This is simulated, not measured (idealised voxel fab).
process module | voxel released beams
cross-section cut | 180 nm wide | cells 5 nm
A cross-section is a grid of square cells, given in bands from the top down. A band is one or more rows of cells.
Each band's line starts with the height of the band's top and of its bottom, in nm. Then come its materials from left to right, each with its width in nm. One material with "throughout" fills the band from edge to edge. "air" is empty space.
Height 0 is the level under which the wafer as received is all one material. The lowest band goes on downwards, as in "0 down".
A width such as "30 to 40" changes by the same amount from each row of cells to the next, from the band's top row to its bottom row.
"no change" after a step means that no cell of the cross-section changed.
closed voids: empty space of 8 cells or more with no open way to the top, each as width x height at its distance from the left edge, in nm
after a step's settings: what the simulator itself notes on the step
overlay nm, on a step with a mask: how far to the right of its planned place the mask lay; to the left if negative
plan
1 op RECEIVE | material Si
2 op CONFORMAL_DEP | material SiN | thk nm 5
3 op DIRECTIONAL_DEP | material SiO2 | thk nm 10
4 op MASKED_ETCH | tone open | mask id ANCHOR | width nm 35 | etch materials SiO2 | depth nm 10 | overlay nm 0
5 op CONFORMAL_DEP | material TiN | thk nm 5
6 op MASKED_ETCH | tone cover | mask id BEAM | width nm 80 | etch materials TiN | depth nm 10 | overlay nm 0
7 op STRIP | etch materials SiO2
varied across the wafers: thk nm of step 5. The plan shows the first wafer's value. All wafers start alike
first wafer as received, after step 1
  0 down: Si throughout
  closed voids: none
first wafer at the end, after step 7
  20 to 10: air 45 to 50 | TiN 10 to 5 | air 25 | TiN 45 to 5 | air 55 to 95
  10 to 5: air 50 | TiN 35 | air 95
  5 to 0: SiN throughout
  0 down: Si throughout
  closed voids: none
last wafer at the end
  40 to 30: air 45 | TiN 80 | air 55
  30 to 15: TiN throughout
  15 to 5: SiO2 50 | TiN 35 | SiO2 95
  5 to 0: SiN throughout
  0 down: Si throughout
  closed voids: none
each wafer at the end: cells of each material gained (+) or lost (-) since it was received, then its closed voids
thk nm 5 | +36 SiN | +20 TiN | closed voids: none
thk nm 10 | +36 SiN | +40 TiN | closed voids: none
thk nm 15 | +36 SiN | +58 SiO2 | +80 TiN | closed voids: none
thk nm 20 | +36 SiN | +58 SiO2 | +118 TiN | closed voids: none
thk nm 25 | +36 SiN | +58 SiO2 | +154 TiN | closed voids: none
